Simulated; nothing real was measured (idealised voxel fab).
Proc. module: voxel self aligned vias
The width of the displayed cross-section, cut, is 145 nm; its cells are square, with a size of 5 nm.
Cross-section spec: square-cell grid; bands listed top down; each band is one or more rows. For a band, the entry starts with two heights in nm, that of the top and then that of the bottom, and carries on with the band's materials in order from left to right, each alongside its width in nm; the word "everywhere" beside a single material means it fills the band edge to edge, and "blank" means empty space. Heights are measured from 0, the level below which the as-received wafer is all one material; the lowest band has no bottom and continues downward, written as in "0 and below". The two numbers in a width such as "30->40" mark its ends across the band: the first belongs to the top row of cells, the second to the bottom row, and from each row to the next the width moves by the same amount. It should be understood that the words "no modification", when stated for a given step, signify that the cross-section underwent no change in any of its cells during that step. For the entry "Closed empty spaces", the listed items are empty spaces with no open way to the top whose size is 8 cells or more; each item follows the pattern width x height at distance, where distance is from the left edge and all three are in nm. Text after the settings on a step's line: the simulator's own remark on that step. overlay nm: right-of-plan distance of the mask on a masked step; negative values mean left-of-plan.

HERE'S WHAT THE PLANNED PROCESS STEPS LOOK LIKE
1. RECEIVE, material Si
2. CONFORMAL_DEP, material SiO2, thk nm 15
3. CONFORMAL_DEP, material SiCN, thk nm 5
4. DIRECTIONAL_DEP, material lowk, thk nm 25
5. MASKED_ETCH, tone open, mask id LINES, width nm 25, pitch nm 65, etch materials lowk, depth nm 25, overlay nm 0
6. CONFORMAL_DEP, material TiN, thk nm 5
7. FILL_DEP, material Ru, thk nm 5
8. CMP, height nm 45
9. SELECTIVE_ETCH, etch materials W Ru TiN, depth nm 10
10. FILL_DEP, material SiN, thk nm 5
11. CMP, height nm 45
12. DIRECTIONAL_DEP, material lowk, thk nm 20
13. DIRECTIONAL_DEP, material aC, thk nm 15
14. PATTERN, tone open, mask id VIAS, material resist, width nm 45, thk nm 35, overlay nm 0
15. DIRECTIONAL_ETCH, etch materials aC, depth nm 15
16. STRIP, etch materials resist
17. DIRECTIONAL_ETCH, etch materials lowk, depth nm 20
18. DIRECTIONAL_ETCH, etch materials SiN, depth nm 10
19. STRIP, etch materials aC
20. CONFORMAL_DEP, material TiN, thk nm 5
21. FILL_DEP, material W, thk nm 10
22. CMP, height nm 65
23. CONFORMAL_DEP, material SiN, thk nm 5

OF TWO WAFERS, THE FIRST: RUN ACCORDING TO PLAN

CROSS-SECTION: WAFER ON ARRIVAL = AFTER STEP 1
  0 and below | Si everywhere
  Closed empty spaces: none

SO THIS IS THE WAFER CROSS-SECTION RIGHT AFTER STEP 2
  15 down to 0 | SiO2 everywhere
  Lower than 0, everything is as it was.

SO THIS IS THE WAFER CROSS-SECTION RIGHT AFTER STEP 3
  20 down to 15 | SiCN everywhere
  Lower than 15, everything is as it was.

SO THIS IS THE WAFER CROSS-SECTION RIGHT AFTER STEP 4
  45 down to 20 | lowk everywhere
  Lower than 20, everything is as it was.

SO THIS IS THE WAFER CROSS-SECTION RIGHT AFTER STEP 5
  45 down to 20 | 25 of lowk, then 25 of blank, then 40 of lowk, then 25 of blank, then 30 of lowk
  Lower than 20, everything is as it was.

SO THIS IS THE WAFER CROSS-SECTION RIGHT AFTER STEP 6
  50 down to 45 | 30 of TiN, then 15 of blank, then 50 of TiN, then 15 of blank, then 35 of TiN
  45 down to 25 | 25 of lowk, then 5 of TiN, then 15 of blank, then 5 of TiN, then 40 of lowk, then 5 of TiN, then 15 of blank, then 5 of TiN, then 30 of lowk
  25 down to 20 | 25 of lowk, then 25 of TiN, then 40 of lowk, then 25 of TiN, then 30 of lowk
  Lower than 20, everything is as it was.

SO THIS IS THE WAFER CROSS-SECTION RIGHT AFTER STEP 7
  55 down to 50 | Ru everywhere
  50 down to 45 | 30 of TiN, then 15 of Ru, then 50 of TiN, then 15 of Ru, then 35 of TiN
  45 down to 25 | 25 of lowk, then 5 of TiN, then 15 of Ru, then 5 of TiN, then 40 of lowk, then 5 of TiN, then 15 of Ru, then 5 of TiN, then 30 of lowk
  Lower than 25, everything is as it was.

SO THIS IS THE WAFER CROSS-SECTION RIGHT AFTER STEP 8
  45 down to 25 | 25 of lowk, then 5 of TiN, then 15 of Ru, then 5 of TiN, then 40 of lowk, then 5 of TiN, then 15 of Ru, then 5 of TiN, then 30 of lowk
  Lower than 25, everything is as it was.

SO THIS IS THE WAFER CROSS-SECTION RIGHT AFTER STEP 9
  45 down to 35 | 25 of lowk, then 25 of blank, then 40 of lowk, then 25 of blank, then 30 of lowk
  Lower than 35, everything is as it was.

SO THIS IS THE WAFER CROSS-SECTION RIGHT AFTER STEP 10
  50 down to 45 | SiN everywhere
  45 down to 35 | 25 of lowk, then 25 of SiN, then 40 of lowk, then 25 of SiN, then 30 of lowk
  Lower than 35, everything is as it was.

SO THIS IS THE WAFER CROSS-SECTION RIGHT AFTER STEP 11
  45 down to 35 | 25 of lowk, then 25 of SiN, then 40 of lowk, then 25 of SiN, then 30 of lowk
  Lower than 35, everything is as it was.

SO THIS IS THE WAFER CROSS-SECTION RIGHT AFTER STEP 12
  65 down to 45 | lowk everywhere
  Lower than 45, everything is as it was.

SO THIS IS THE WAFER CROSS-SECTION RIGHT AFTER STEP 13
  80 down to 65 | aC everywhere
  Lower than 65, everything is as it was.

SO THIS IS THE WAFER CROSS-SECTION RIGHT AFTER STEP 14
  115 down to 80 | 15 of resist, then 45 of blank, then 85 of resist
  Lower than 80, everything is as it was.

SO THIS IS THE WAFER CROSS-SECTION RIGHT AFTER STEP 15
  100 down to 80 | 15 of resist, then 45 of blank, then 85 of resist
  80 down to 65 | 15 of aC, then 45 of blank, then 85 of aC
  Lower than 65, everything is as it was.

SO THIS IS THE WAFER CROSS-SECTION RIGHT AFTER STEP 16
  80 down to 65 | 15 of aC, then 45 of blank, then 85 of aC
  Lower than 65, everything is as it was.

SO THIS IS THE WAFER CROSS-SECTION RIGHT AFTER STEP 17
  80 down to 65 | 15 of aC, then 45 of blank, then 85 of aC
  65 down to 45 | 15 of lowk, then 45 of blank, then 85 of lowk
  Lower than 45, everything is as it was.

SO THIS IS THE WAFER CROSS-SECTION RIGHT AFTER STEP 18
  80 down to 65 | 15 of aC, then 45 of blank, then 85 of aC
  65 down to 45 | 15 of lowk, then 45 of blank, then 85 of lowk
  45 down to 35 | 25 of lowk, then 25 of blank, then 40 of lowk, then 25 of SiN, then 30 of lowk
  Lower than 35, everything is as it was.

SO THIS IS THE WAFER CROSS-SECTION RIGHT AFTER STEP 19
  65 down to 45 | 15 of lowk, then 45 of blank, then 85 of lowk
  Lower than 45, everything is as it was.

SO THIS IS THE WAFER CROSS-SECTION RIGHT AFTER STEP 20
  70 down to 65 | 20 of TiN, then 35 of blank, then 90 of TiN
  65 down to 50 | 15 of lowk, then 5 of TiN, then 35 of blank, then 5 of TiN, then 85 of lowk
  50 down to 45 | 15 of lowk, then 15 of TiN, then 15 of blank, then 15 of TiN, then 85 of lowk
  45 down to 40 | 25 of lowk, then 5 of TiN, then 15 of blank, then 5 of TiN, then 40 of lowk, then 25 of SiN, then 30 of lowk
  40 down to 35 | 25 of lowk, then 25 of TiN, then 40 of lowk, then 25 of SiN, then 30 of lowk
  Lower than 35, everything is as it was.

SO THIS IS THE WAFER CROSS-SECTION RIGHT AFTER STEP 21
  80 down to 70 | W everywhere
  70 down to 65 | 20 of TiN, then 35 of W, then 90 of TiN
  65 down to 50 | 15 of lowk, then 5 of TiN, then 35 of W, then 5 of TiN, then 85 of lowk
  50 down to 45 | 15 of lowk, then 15 of TiN, then 15 of W, then 15 of TiN, then 85 of lowk
  45 down to 40 | 25 of lowk, then 5 of TiN, then 15 of W, then 5 of TiN, then 40 of lowk, then 25 of SiN, then 30 of lowk
  Lower than 40, everything is as it was.

SO THIS IS THE WAFER CROSS-SECTION RIGHT AFTER STEP 22
  65 down to 50 | 15 of lowk, then 5 of TiN, then 35 of W, then 5 of TiN, then 85 of lowk
  Lower than 50, everything is as it was.

SO THIS IS THE WAFER CROSS-SECTION RIGHT AFTER STEP 23
  70 down to 65 | SiN everywhere
  Lower than 65, everything is as it was.

THE SECOND WAFER: IDENTICAL TO THE FIRST AT THE OUTSET AND IN ITS PLANNED SEQUENCE, DIFFERING ONLY IN THAT ONE MISTAKE WAS MADE DURING PROCESSING; UP TO AND INCLUDING STEP 4, ITS PATH IS THE FIRST WAFER'S PATH

SECOND WAFER, SECTIONED VIEW, AT STEP 5'S PLANNED END TIME
  45 down to 20 | 30 of lowk, then 15 of blank, then 50 of lowk, then 15 of blank, then 35 of lowk
  Lower than 20, everything is as it was.

SECOND WAFER, SECTIONED VIEW, AT STEP 6'S PLANNED END TIME
  50 down to 45 | 35 of TiN, then 5 of blank, then 60 of TiN, then 5 of blank, then 40 of TiN
  45 down to 25 | 30 of lowk, then 5 of TiN, then 5 of blank, then 5 of TiN, then 50 of lowk, then 5 of TiN, then 5 of blank, then 5 of TiN, then 35 of lowk
  25 down to 20 | 30 of lowk, then 15 of TiN, then 50 of lowk, then 15 of TiN, then 35 of lowk
  Lower than 20, everything is as it was.

SECOND WAFER, SECTIONED VIEW, AT STEP 7'S PLANNED END TIME
  55 down to 50 | Ru everywhere
  50 down to 45 | 35 of TiN, then 5 of Ru, then 60 of TiN, then 5 of Ru, then 40 of TiN
  45 down to 25 | 30 of lowk, then 5 of TiN, then 5 of Ru, then 5 of TiN, then 50 of lowk, then 5 of TiN, then 5 of Ru, then 5 of TiN, then 35 of lowk
  Lower than 25, everything is as it was.

SECOND WAFER, SECTIONED VIEW, AT STEP 8'S PLANNED END TIME
  45 down to 25 | 30 of lowk, then 5 of TiN, then 5 of Ru, then 5 of TiN, then 50 of lowk, then 5 of TiN, then 5 of Ru, then 5 of TiN, then 35 of lowk
  Lower than 25, everything is as it was.

SECOND WAFER, SECTIONED VIEW, AT STEP 9'S PLANNED END TIME
  45 down to 35 | 30 of lowk, then 15 of blank, then 50 of lowk, then 15 of blank, then 35 of lowk
  Lower than 35, everything is as it was.

SECOND WAFER, SECTIONED VIEW, AT STEP 10'S PLANNED END TIME
  50 down to 45 | SiN everywhere
  45 down to 35 | 30 of lowk, then 15 of SiN, then 50 of lowk, then 15 of SiN, then 35 of lowk
  Lower than 35, everything is as it was.

SECOND WAFER, SECTIONED VIEW, AT STEP 11'S PLANNED END TIME
  45 down to 35 | 30 of lowk, then 15 of SiN, then 50 of lowk, then 15 of SiN, then 35 of lowk
  Lower than 35, everything is as it was.

SECOND WAFER, SECTIONED VIEW, AT STEP 12'S PLANNED END TIME
  65 down to 45 | lowk everywhere
  Lower than 45, everything is as it was.

SECOND WAFER, SECTIONED VIEW, AT STEP 13'S PLANNED END TIME
  80 down to 65 | aC everywhere
  Lower than 65, everything is as it was.

SECOND WAFER, SECTIONED VIEW, AT STEP 14'S PLANNED END TIME
  115 down to 80 | 15 of resist, then 45 of blank, then 85 of resist
  Lower than 80, everything is as it was.

SECOND WAFER, SECTIONED VIEW, AT STEP 15'S PLANNED END TIME
  100 down to 80 | 15 of resist, then 45 of blank, then 85 of resist
  80 down to 65 | 15 of aC, then 45 of blank, then 85 of aC
  Lower than 65, everything is as it was.

SECOND WAFER, SECTIONED VIEW, AT STEP 16'S PLANNED END TIME
  80 down to 65 | 15 of aC, then 45 of blank, then 85 of aC
  Lower than 65, everything is as it was.

SECOND WAFER, SECTIONED VIEW, AT STEP 17'S PLANNED END TIME
  80 down to 65 | 15 of aC, then 45 of blank, then 85 of aC
  65 down to 45 | 15 of lowk, then 45 of blank, then 85 of lowk
  Lower than 45, everything is as it was.

SECOND WAFER, SECTIONED VIEW, AT STEP 18'S PLANNED END TIME
  80 down to 65 | 15 of aC, then 45 of blank, then 85 of aC
  65 down to 45 | 15 of lowk, then 45 of blank, then 85 of lowk
  45 down to 35 | 30 of lowk, then 15 of blank, then 50 of lowk, then 15 of SiN, then 35 of lowk
  Lower than 35, everything is as it was.

SECOND WAFER, SECTIONED VIEW, AT STEP 19'S PLANNED END TIME
  65 down to 45 | 15 of lowk, then 45 of blank, then 85 of lowk
  Lower than 45, everything is as it was.

SECOND WAFER, SECTIONED VIEW, AT STEP 20'S PLANNED END TIME
  70 down to 65 | 20 of TiN, then 35 of blank, then 90 of TiN
  65 down to 50 | 15 of lowk, then 5 of TiN, then 35 of blank, then 5 of TiN, then 85 of lowk
  50 down to 45 | 15 of lowk, then 20 of TiN, then 5 of blank, then 20 of TiN, then 85 of lowk
  45 down to 40 | 30 of lowk, then 5 of TiN, then 5 of blank, then 5 of TiN, then 50 of lowk, then 15 of SiN, then 35 of lowk
  40 down to 35 | 30 of lowk, then 15 of TiN, then 50 of lowk, then 15 of SiN, then 35 of lowk
  Lower than 35, everything is as it was.

SECOND WAFER, SECTIONED VIEW, AT STEP 21'S PLANNED END TIME
  80 down to 70 | W everywhere
  70 down to 65 | 20 of TiN, then 35 of W, then 90 of TiN
  65 down to 50 | 15 of lowk, then 5 of TiN, then 35 of W, then 5 of TiN, then 85 of lowk
  50 down to 45 | 15 of lowk, then 20 of TiN, then 5 of W, then 20 of TiN, then 85 of lowk
  45 down to 40 | 30 of lowk, then 5 of TiN, then 5 of W, then 5 of TiN, then 50 of lowk, then 15 of SiN, then 35 of lowk
  Lower than 40, everything is as it was.

SECOND WAFER, SECTIONED VIEW, AT STEP 22'S PLANNED END TIME
  65 down to 50 | 15 of lowk, then 5 of TiN, then 35 of W, then 5 of TiN, then 85 of lowk
  Lower than 50, everything is as it was.

SECOND WAFER, SECTIONED VIEW, AT STEP 23'S PLANNED END TIME
  70 down to 65 | SiN everywhere
  Lower than 65, everything is as it was.
Deviation from plan: in deviation from the planned setting, step 5 was conducted as MASKED_ETCH, tone open, mask id LINES, width nm 15, pitch nm 65, etch materials lowk, depth nm 25, overlay nm 0
Counted in cells at the end, the second wafer holds more or fewer of these materials than the first: Ru: 8 fewer, SiN: 4 fewer, TiN: 4 fewer, W: 4 fewer, lowk: 20 more
